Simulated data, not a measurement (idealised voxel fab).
process module | voxel fin reveal
cross-section cut | 260 nm wide | cells 5 nm
A cross-section is a grid of square cells, given in bands from the top down. A band is one or more rows of cells.
Each band's line starts with the height of the band's top and of its bottom, in nm. Then come its materials from left to right, each with its width in nm. One material with "throughout" fills the band from edge to edge. "air" is empty space.
Height 0 is the level under which the wafer as received is all one material. The lowest band goes on downwards, as in "0 down".
A width such as "30 to 40" changes by the same amount from each row of cells to the next, from the band's top row to its bottom row.
"no change" after a step means that no cell of the cross-section changed.
closed voids: empty space of 8 cells or more with no open way to the top, each as width x height at its distance from the left edge, in nm
after a step's settings: what the simulator itself notes on the step
overlay nm, on a step with a mask: how far to the right of its planned place the mask lay; to the left if negative
Each pair below shows a cross-section before one step and the cross-section after it, down to the lowest band that changed. The line under each pair gives the step between them, with its settings. The pairs can come from different runs of this module on the same starting wafer, so a pair continues from the pair above only where its "before" says so.
before
  0 down: Si throughout
  closed voids: none
after
  10 to 0: SiN throughout
  below 0: unchanged
  closed voids: none
the step between: op CONFORMAL_DEP | material SiN | thk nm 10
before: the cross-section after the pair above
after
  30 to 10: air 70 | resist 15 | air 20 | resist 15 | air 20 | resist 15 | air 20 | resist 15 | air 70
  below 10: unchanged
  closed voids: none
the step between: op PATTERN | tone cover | mask id FINS | material resist | width nm 15 | pitch nm 35 | thk nm 20 | overlay nm 0
before: the cross-section after the pair above
after
  30 to 10: air 70 | resist 15 | air 20 | resist 15 | air 20 | resist 15 | air 20 | resist 15 | air 70
  10 to 0: air 70 | SiN 15 | air 20 | SiN 15 | air 20 | SiN 15 | air 20 | SiN 15 | air 70
  below 0: unchanged
  closed voids: none
the step between: op DIRECTIONAL_ETCH | etch materials SiN | depth nm 10
before: the cross-section after the pair above
after
  30 to 10: air 70 | resist 15 | air 20 | resist 15 | air 20 | resist 15 | air 20 | resist 15 | air 70
  10 to 0: air 70 | SiN 15 | air 20 | SiN 15 | air 20 | SiN 15 | air 20 | SiN 15 | air 70
  0 to -30: air 70 | Si 15 | air 20 | Si 15 | air 20 | Si 15 | air 20 | Si 15 | air 70
  below -30: unchanged
  closed voids: none
the step between: op DIRECTIONAL_ETCH | etch materials Si | depth nm 30
before: the cross-section after the pair above
after
  10 to 0: air 70 | SiN 15 | air 20 | SiN 15 | air 20 | SiN 15 | air 20 | SiN 15 | air 70
  below 0: unchanged
  closed voids: none
the step between: op STRIP | etch materials resist
before: the cross-section after the pair above
after
  10 to 0: air 70 | SiN 15 | air 20 | SiN 15 | air 20 | SiN 15 | air 20 | SiN 15 | air 70
  0 to -30: air 70 | SiO2 5 | Si 5 | SiO2 5 | air 20 | SiO2 5 | Si 5 | SiO2 5 | air 20 | SiO2 5 | Si 5 | SiO2 5 | air 20 | SiO2 5 | Si 5 | SiO2 5 | air 70
  -30 to -35: SiO2 75 | Si 5 | SiO2 30 | Si 5 | SiO2 30 | Si 5 | SiO2 30 | Si 5 | SiO2 75
  below -35: unchanged
  closed voids: none
the step between: op OXIDIZE | depth nm 5
before: the cross-section after the pair above
after
  20 to 10: SiO2 throughout
  10 to 0: SiO2 70 | SiN 15 | SiO2 20 | SiN 15 | SiO2 20 | SiN 15 | SiO2 20 | SiN 15 | SiO2 70
  0 to -35: SiO2 75 | Si 5 | SiO2 30 | Si 5 | SiO2 30 | Si 5 | SiO2 30 | Si 5 | SiO2 75
  below -35: unchanged
  closed voids: none
the step between: op FILL_DEP | material SiO2 | thk nm 10
before: the cross-section after the pair above
after
  10 to 0: SiO2 70 | SiN 15 | SiO2 20 | SiN 15 | SiO2 20 | SiN 15 | SiO2 20 | SiN 15 | SiO2 70
  below 0: unchanged
  closed voids: none
the step between: op CMP | height nm 10
before: the cross-section after the pair above
after
  10 to 0: air 70 | SiN 15 | air 20 | SiN 15 | air 20 | SiN 15 | air 20 | SiN 15 | air 70
  0 to -15: air 75 | Si 5 | air 30 | Si 5 | air 30 | Si 5 | air 30 | Si 5 | air 75
  below -15: unchanged
  closed voids: none
the step between: op SELECTIVE_ETCH | etch materials SiO2 | depth nm 25
before: the cross-section after the pair above
after
  0 to -15: air 75 | Si 5 | air 30 | Si 5 | air 30 | Si 5 | air 30 | Si 5 | air 75
  below -15: unchanged
  closed voids: none
the step between: op STRIP | etch materials SiN
before
  30 to 10: air 70 | resist 15 | air 20 | resist 15 | air 20 | resist 15 | air 20 | resist 15 | air 70
  10 to 0: air 70 | SiN 15 | air 20 | SiN 15 | air 20 | SiN 15 | air 20 | SiN 15 | air 70
  0 to -30: air 70 | Si 15 | air 20 | Si 15 | air 20 | Si 15 | air 20 | Si 15 | air 70
  -30 down: Si throughout
  closed voids: none
after
  30 to 10: air 70 | resist 15 | air 20 | resist 15 | air 20 | resist 15 | air 20 | resist 15 | air 70
  10 to 0: air 70 | SiN 15 | air 20 | SiN 15 | air 20 | SiN 15 | air 20 | SiN 15 | air 70
  0 to -60: air 70 | Si 15 | air 20 | Si 15 | air 20 | Si 15 | air 20 | Si 15 | air 70
  below -60: unchanged
  closed voids: none
the step between: op DIRECTIONAL_ETCH | etch materials Si | depth nm 30
before: the cross-section after the pair above
after
  10 to 0: air 70 | SiN 15 | air 20 | SiN 15 | air 20 | SiN 15 | air 20 | SiN 15 | air 70
  below 0: unchanged
  closed voids: none
the step between: op STRIP | etch materials resist
before: the cross-section after the pair above
after
  10 to 0: air 70 | SiN 15 | air 20 | SiN 15 | air 20 | SiN 15 | air 20 | SiN 15 | air 70
  0 to -60: air 70 | SiO2 5 | Si 5 | SiO2 5 | air 20 | SiO2 5 | Si 5 | SiO2 5 | air 20 | SiO2 5 | Si 5 | SiO2 5 | air 20 | SiO2 5 | Si 5 | SiO2 5 | air 70
  -60 to -65: SiO2 75 | Si 5 | SiO2 30 | Si 5 | SiO2 30 | Si 5 | SiO2 30 | Si 5 | SiO2 75
  below -65: unchanged
  closed voids: none
the step between: op OXIDIZE | depth nm 5
before: the cross-section after the pair above
after
  20 to 10: SiO2 throughout
  10 to 0: SiO2 70 | SiN 15 | SiO2 20 | SiN 15 | SiO2 20 | SiN 15 | SiO2 20 | SiN 15 | SiO2 70
  0 to -65: SiO2 75 | Si 5 | SiO2 30 | Si 5 | SiO2 30 | Si 5 | SiO2 30 | Si 5 | SiO2 75
  below -65: unchanged
  closed voids: none
the step between: op FILL_DEP | material SiO2 | thk nm 10
before: the cross-section after the pair above
after
  10 to 0: SiO2 70 | SiN 15 | SiO2 20 | SiN 15 | SiO2 20 | SiN 15 | SiO2 20 | SiN 15 | SiO2 70
  below 0: unchanged
  closed voids: none
the step between: op CMP | height nm 10
before: the cross-section after the pair above
after
  10 to 0: air 70 | SiN 15 | air 20 | SiN 15 | air 20 | SiN 15 | air 20 | SiN 15 | air 70
  0 to -15: air 75 | Si 5 | air 30 | Si 5 | air 30 | Si 5 | air 30 | Si 5 | air 75
  below -15: unchanged
  closed voids: none
the step between: op SELECTIVE_ETCH | etch materials SiO2 | depth nm 25
before: the cross-section after the pair above
after
  0 to -15: air 75 | Si 5 | air 30 | Si 5 | air 30 | Si 5 | air 30 | Si 5 | air 75
  below -15: unchanged
  closed voids: none
the step between: op STRIP | etch materials SiN
before
  10 to 0: SiO2 70 | SiN 15 | SiO2 20 | SiN 15 | SiO2 20 | SiN 15 | SiO2 20 | SiN 15 | SiO2 70
  0 to -35: SiO2 75 | Si 5 | SiO2 30 | Si 5 | SiO2 30 | Si 5 | SiO2 30 | Si 5 | SiO2 75
  -35 down: Si throughout
  closed voids: none
after
  10 to 0: SiO2 70 | air 15 | SiO2 20 | air 15 | SiO2 20 | air 15 | SiO2 20 | air 15 | SiO2 70
  below 0: unchanged
  closed voids: none
the step between: op STRIP | etch materials SiN
before: the cross-section after the pair above
after
  0 to -15: air 75 | Si 5 | air 30 | Si 5 | air 30 | Si 5 | air 30 | Si 5 | air 75
  -15 to -25: SiO2 45 | air 30 | Si 5 | air 30 | Si 5 | air 30 | Si 5 | air 30 | Si 5 | air 30 | SiO2 45
  below -25: unchanged
  closed voids: none
the step between: op SELECTIVE_ETCH | etch materials SiO2 | depth nm 25
before
  30 to 10: air 70 | resist 15 | air 20 | resist 15 | air 20 | resist 15 | air 20 | resist 15 | air 70
  10 to 0: air 70 | SiN 15 | air 20 | SiN 15 | air 20 | SiN 15 | air 20 | SiN 15 | air 70
  0 down: Si throughout
  closed voids: none
after
  30 to 10: air 70 | resist 15 | air 20 | resist 15 | air 20 | resist 15 | air 20 | resist 15 | air 70
  10 to 0: air 70 | SiN 15 | air 20 | SiN 15 | air 20 | SiN 15 | air 20 | SiN 15 | air 70
  0 to -20: air 70 | Si 15 | air 20 | Si 15 | air 20 | Si 15 | air 20 | Si 15 | air 70
  below -20: unchanged
  closed voids: none
the step between: op DIRECTIONAL_ETCH | etch materials Si | depth nm 20
before: the cross-section after the pair above
after
  10 to 0: air 70 | SiN 15 | air 20 | SiN 15 | air 20 | SiN 15 | air 20 | SiN 15 | air 70
  below 0: unchanged
  closed voids: none
the step between: op STRIP | etch materials resist
before: the cross-section after the pair above
after
  10 to 0: air 70 | SiN 15 | air 20 | SiN 15 | air 20 | SiN 15 | air 20 | SiN 15 | air 70
  0 to -20: air 70 | SiO2 5 | Si 5 | SiO2 5 | air 20 | SiO2 5 | Si 5 | SiO2 5 | air 20 | SiO2 5 | Si 5 | SiO2 5 | air 20 | SiO2 5 | Si 5 | SiO2 5 | air 70
  -20 to -25: SiO2 75 | Si 5 | SiO2 30 | Si 5 | SiO2 30 | Si 5 | SiO2 30 | Si 5 | SiO2 75
  below -25: unchanged
  closed voids: none
the step between: op OXIDIZE | depth nm 5
before: the cross-section after the pair above
after
  20 to 10: SiO2 throughout
  10 to 0: SiO2 70 | SiN 15 | SiO2 20 | SiN 15 | SiO2 20 | SiN 15 | SiO2 20 | SiN 15 | SiO2 70
  0 to -25: SiO2 75 | Si 5 | SiO2 30 | Si 5 | SiO2 30 | Si 5 | SiO2 30 | Si 5 | SiO2 75
  below -25: unchanged
  closed voids: none
the step between: op FILL_DEP | material SiO2 | thk nm 10
before: the cross-section after the pair above
after
  10 to 0: SiO2 70 | SiN 15 | SiO2 20 | SiN 15 | SiO2 20 | SiN 15 | SiO2 20 | SiN 15 | SiO2 70
  below 0: unchanged
  closed voids: none
the step between: op CMP | height nm 10
before: the cross-section after the pair above
after
  10 to 0: air 70 | SiN 15 | air 20 | SiN 15 | air 20 | SiN 15 | air 20 | SiN 15 | air 70
  0 to -15: air 75 | Si 5 | air 30 | Si 5 | air 30 | Si 5 | air 30 | Si 5 | air 75
  below -15: unchanged
  closed voids: none
the step between: op SELECTIVE_ETCH | etch materials SiO2 | depth nm 25
before: the cross-section after the pair above
after
  0 to -15: air 75 | Si 5 | air 30 | Si 5 | air 30 | Si 5 | air 30 | Si 5 | air 75
  below -15: unchanged
  closed voids: none
the step between: op STRIP | etch materials SiN
before
  10 to 0: SiN throughout
  0 down: Si throughout
  closed voids: none
after
  30 to 10: air 70 | resist 20 | air 15 | resist 20 | air 15 | resist 20 | air 15 | resist 20 | air 65
  below 10: unchanged
  closed voids: none
the step between: op PATTERN | tone cover | mask id FINS | material resist | width nm 20 | pitch nm 35 | thk nm 20 | overlay nm 0
before: the cross-section after the pair above
after
  30 to 10: air 70 | resist 20 | air 15 | resist 20 | air 15 | resist 20 | air 15 | resist 20 | air 65
  10 to 0: air 70 | SiN 20 | air 15 | SiN 20 | air 15 | SiN 20 | air 15 | SiN 20 | air 65
  below 0: unchanged
  closed voids: none
the step between: op DIRECTIONAL_ETCH | etch materials SiN | depth nm 10
before: the cross-section after the pair above
after
  30 to 10: air 70 | resist 20 | air 15 | resist 20 | air 15 | resist 20 | air 15 | resist 20 | air 65
  10 to 0: air 70 | SiN 20 | air 15 | SiN 20 | air 15 | SiN 20 | air 15 | SiN 20 | air 65
  0 to -30: air 70 | Si 20 | air 15 | Si 20 | air 15 | Si 20 | air 15 | Si 20 | air 65
  below -30: unchanged
  closed voids: none
the step between: op DIRECTIONAL_ETCH | etch materials Si | depth nm 30
before: the cross-section after the pair above
after
  10 to 0: air 70 | SiN 20 | air 15 | SiN 20 | air 15 | SiN 20 | air 15 | SiN 20 | air 65
  below 0: unchanged
  closed voids: none
the step between: op STRIP | etch materials resist
before: the cross-section after the pair above
after
  10 to 0: air 70 | SiN 20 | air 15 | SiN 20 | air 15 | SiN 20 | air 15 | SiN 20 | air 65
  0 to -30: air 70 | SiO2 5 | Si 10 | SiO2 5 | air 15 | SiO2 5 | Si 10 | SiO2 5 | air 15 | SiO2 5 | Si 10 | SiO2 5 | air 15 | SiO2 5 | Si 10 | SiO2 5 | air 65
  -30 to -35: SiO2 75 | Si 10 | SiO2 25 | Si 10 | SiO2 25 | Si 10 | SiO2 25 | Si 10 | SiO2 70
  below -35: unchanged
  closed voids: none
the step between: op OXIDIZE | depth nm 5
before: the cross-section after the pair above
after
  20 to 10: SiO2 throughout
  10 to 0: SiO2 70 | SiN 20 | SiO2 15 | SiN 20 | SiO2 15 | SiN 20 | SiO2 15 | SiN 20 | SiO2 65
  0 to -35: SiO2 75 | Si 10 | SiO2 25 | Si 10 | SiO2 25 | Si 10 | SiO2 25 | Si 10 | SiO2 70
  below -35: unchanged
  closed voids: none
the step between: op FILL_DEP | material SiO2 | thk nm 10
before: the cross-section after the pair above
after
  10 to 0: SiO2 70 | SiN 20 | SiO2 15 | SiN 20 | SiO2 15 | SiN 20 | SiO2 15 | SiN 20 | SiO2 65
  below 0: unchanged
  closed voids: none
the step between: op CMP | height nm 10
before: the cross-section after the pair above
after
  10 to 0: air 70 | SiN 20 | air 15 | SiN 20 | air 15 | SiN 20 | air 15 | SiN 20 | air 65
  0 to -15: air 75 | Si 10 | air 25 | Si 10 | air 25 | Si 10 | air 25 | Si 10 | air 70
  below -15: unchanged
  closed voids: none
the step between: op SELECTIVE_ETCH | etch materials SiO2 | depth nm 25
before: the cross-section after the pair above
after
  0 to -15: air 75 | Si 10 | air 25 | Si 10 | air 25 | Si 10 | air 25 | Si 10 | air 70
  below -15: unchanged
  closed voids: none
the step between: op STRIP | etch materials SiN
before
  10 to 0: SiN throughout
  0 down: Si throughout
  closed voids: none
after
  30 to 10: air 75 | resist 15 | air 20 | resist 15 | air 20 | resist 15 | air 20 | resist 15 | air 65
  below 10: unchanged
  closed voids: none
the step between: op PATTERN | tone cover | mask id FINS | material resist | width nm 15 | pitch nm 35 | thk nm 20 | overlay nm 5
before: the cross-section after the pair above
after
  30 to 10: air 75 | resist 15 | air 20 | resist 15 | air 20 | resist 15 | air 20 | resist 15 | air 65
  10 to 0: air 75 | SiN 15 | air 20 | SiN 15 | air 20 | SiN 15 | air 20 | SiN 15 | air 65
  below 0: unchanged
  closed voids: none
the step between: op DIRECTIONAL_ETCH | etch materials SiN | depth nm 10
before: the cross-section after the pair above
after
  30 to 10: air 75 | resist 15 | air 20 | resist 15 | air 20 | resist 15 | air 20 | resist 15 | air 65
  10 to 0: air 75 | SiN 15 | air 20 | SiN 15 | air 20 | SiN 15 | air 20 | SiN 15 | air 65
  0 to -30: air 75 | Si 15 | air 20 | Si 15 | air 20 | Si 15 | air 20 | Si 15 | air 65
  below -30: unchanged
  closed voids: none
the step between: op DIRECTIONAL_ETCH | etch materials Si | depth nm 30
before: the cross-section after the pair above
after
  10 to 0: air 75 | SiN 15 | air 20 | SiN 15 | air 20 | SiN 15 | air 20 | SiN 15 | air 65
  below 0: unchanged
  closed voids: none
the step between: op STRIP | etch materials resist
before: the cross-section after the pair above
after
  10 to 0: air 75 | SiN 15 | air 20 | SiN 15 | air 20 | SiN 15 | air 20 | SiN 15 | air 65
  0 to -30: air 75 | SiO2 5 | Si 5 | SiO2 5 | air 20 | SiO2 5 | Si 5 | SiO2 5 | air 20 | SiO2 5 | Si 5 | SiO2 5 | air 20 | SiO2 5 | Si 5 | SiO2 5 | air 65
  -30 to -35: SiO2 80 | Si 5 | SiO2 30 | Si 5 | SiO2 30 | Si 5 | SiO2 30 | Si 5 | SiO2 70
  below -35: unchanged
  closed voids: none
the step between: op OXIDIZE | depth nm 5
before: the cross-section after the pair above
after
  20 to 10: SiO2 throughout
  10 to 0: SiO2 75 | SiN 15 | SiO2 20 | SiN 15 | SiO2 20 | SiN 15 | SiO2 20 | SiN 15 | SiO2 65
  0 to -35: SiO2 80 | Si 5 | SiO2 30 | Si 5 | SiO2 30 | Si 5 | SiO2 30 | Si 5 | SiO2 70
  below -35: unchanged
  closed voids: none
the step between: op FILL_DEP | material SiO2 | thk nm 10
before: the cross-section after the pair above
after
  10 to 0: SiO2 75 | SiN 15 | SiO2 20 | SiN 15 | SiO2 20 | SiN 15 | SiO2 20 | SiN 15 | SiO2 65
  below 0: unchanged
  closed voids: none
the step between: op CMP | height nm 10
before: the cross-section after the pair above
after
  10 to 0: air 75 | SiN 15 | air 20 | SiN 15 | air 20 | SiN 15 | air 20 | SiN 15 | air 65
  0 to -15: air 80 | Si 5 | air 30 | Si 5 | air 30 | Si 5 | air 30 | Si 5 | air 70
  below -15: unchanged
  closed voids: none
the step between: op SELECTIVE_ETCH | etch materials SiO2 | depth nm 25
before: the cross-section after the pair above
after
  0 to -15: air 80 | Si 5 | air 30 | Si 5 | air 30 | Si 5 | air 30 | Si 5 | air 70
  below -15: unchanged
  closed voids: none
the step between: op STRIP | etch materials SiN
before
  10 to 0: air 70 | SiN 15 | air 20 | SiN 15 | air 20 | SiN 15 | air 20 | SiN 15 | air 70
  0 to -30: air 70 | SiO2 5 | Si 5 | SiO2 5 | air 20 | SiO2 5 | Si 5 | SiO2 5 | air 20 | SiO2 5 | Si 5 | SiO2 5 | air 20 | SiO2 5 | Si 5 | SiO2 5 | air 70
  -30 to -35: SiO2 75 | Si 5 | SiO2 30 | Si 5 | SiO2 30 | Si 5 | SiO2 30 | Si 5 | SiO2 75
  -35 down: Si throughout
  closed voids: none
after
  20 to 0: SiN throughout
  0 to -30: SiN 70 | SiO2 5 | Si 5 | SiO2 5 | SiN 20 | SiO2 5 | Si 5 | SiO2 5 | SiN 20 | SiO2 5 | Si 5 | SiO2 5 | SiN 20 | SiO2 5 | Si 5 | SiO2 5 | SiN 70
  below -30: unchanged
  closed voids: none
the step between: op FILL_DEP | material SiN | thk nm 10
before: the cross-section after the pair above
after
  10 to 0: SiN throughout
  below 0: unchanged
  closed voids: none
the step between: op CMP | height nm 10
before: the cross-section after the pair above
after
  0 to -30: air 70 | SiO2 5 | Si 5 | SiO2 5 | air 20 | SiO2 5 | Si 5 | SiO2 5 | air 20 | SiO2 5 | Si 5 | SiO2 5 | air 20 | SiO2 5 | Si 5 | SiO2 5 | air 70
  below -30: unchanged
  closed voids: none
the step between: op STRIP | etch materials SiN
before
  10 to 0: SiN throughout
  0 down: Si throughout
  closed voids: none
after
  30 to 10: resist 70 | air 15 | resist 20 | air 15 | resist 20 | air 15 | resist 20 | air 15 | resist 70
  below 10: unchanged
  closed voids: none
the step between: op PATTERN | tone open | mask id FINS | material resist | width nm 15 | pitch nm 35 | thk nm 20 | overlay nm 0
before: the cross-section after the pair above
after
  30 to 10: resist 70 | air 15 | resist 20 | air 15 | resist 20 | air 15 | resist 20 | air 15 | resist 70
  10 to 0: SiN 70 | air 15 | SiN 20 | air 15 | SiN 20 | air 15 | SiN 20 | air 15 | SiN 70
  below 0: unchanged
  closed voids: none
the step between: op DIRECTIONAL_ETCH | etch materials SiN | depth nm 10
before: the cross-section after the pair above
after
  30 to 10: resist 70 | air 15 | resist 20 | air 15 | resist 20 | air 15 | resist 20 | air 15 | resist 70
  10 to 0: SiN 70 | air 15 | SiN 20 | air 15 | SiN 20 | air 15 | SiN 20 | air 15 | SiN 70
  0 to -30: Si 70 | air 15 | Si 20 | air 15 | Si 20 | air 15 | Si 20 | air 15 | Si 70
  below -30: unchanged
  closed voids: none
the step between: op DIRECTIONAL_ETCH | etch materials Si | depth nm 30
before: the cross-section after the pair above
after
  10 to 0: SiN 70 | air 15 | SiN 20 | air 15 | SiN 20 | air 15 | SiN 20 | air 15 | SiN 70
  below 0: unchanged
  closed voids: none
the step between: op STRIP | etch materials resist
before: the cross-section after the pair above
after
  10 to 0: SiN 70 | air 15 | SiN 20 | air 15 | SiN 20 | air 15 | SiN 20 | air 15 | SiN 70
  0 to -30: Si 65 | SiO2 5 | air 15 | SiO2 5 | Si 10 | SiO2 5 | air 15 | SiO2 5 | Si 10 | SiO2 5 | air 15 | SiO2 5 | Si 10 | SiO2 5 | air 15 | SiO2 5 | Si 65
  -30 to -35: Si 65 | SiO2 25 | Si 10 | SiO2 25 | Si 10 | SiO2 25 | Si 10 | SiO2 25 | Si 65
  below -35: unchanged
  closed voids: none
the step between: op OXIDIZE | depth nm 5
before: the cross-section after the pair above
after
  20 to 10: SiO2 throughout
  10 to 0: SiN 70 | SiO2 15 | SiN 20 | SiO2 15 | SiN 20 | SiO2 15 | SiN 20 | SiO2 15 | SiN 70
  0 to -35: Si 65 | SiO2 25 | Si 10 | SiO2 25 | Si 10 | SiO2 25 | Si 10 | SiO2 25 | Si 65
  below -35: unchanged
  closed voids: none
the step between: op FILL_DEP | material SiO2 | thk nm 10
before: the cross-section after the pair above
after
  10 to 0: SiN 70 | SiO2 15 | SiN 20 | SiO2 15 | SiN 20 | SiO2 15 | SiN 20 | SiO2 15 | SiN 70
  below 0: unchanged
  closed voids: none
the step between: op CMP | height nm 10
before: the cross-section after the pair above
after
  10 to 0: SiN 70 | air 15 | SiN 20 | air 15 | SiN 20 | air 15 | SiN 20 | air 15 | SiN 70
  0 to -15: Si 65 | air 25 | Si 10 | air 25 | Si 10 | air 25 | Si 10 | air 25 | Si 65
  below -15: unchanged
  closed voids: none
the step between: op SELECTIVE_ETCH | etch materials SiO2 | depth nm 25
before: the cross-section after the pair above
after
  0 to -15: Si 65 | air 25 | Si 10 | air 25 | Si 10 | air 25 | Si 10 | air 25 | Si 65
  below -15: unchanged
  closed voids: none
the step between: op STRIP | etch materials SiN
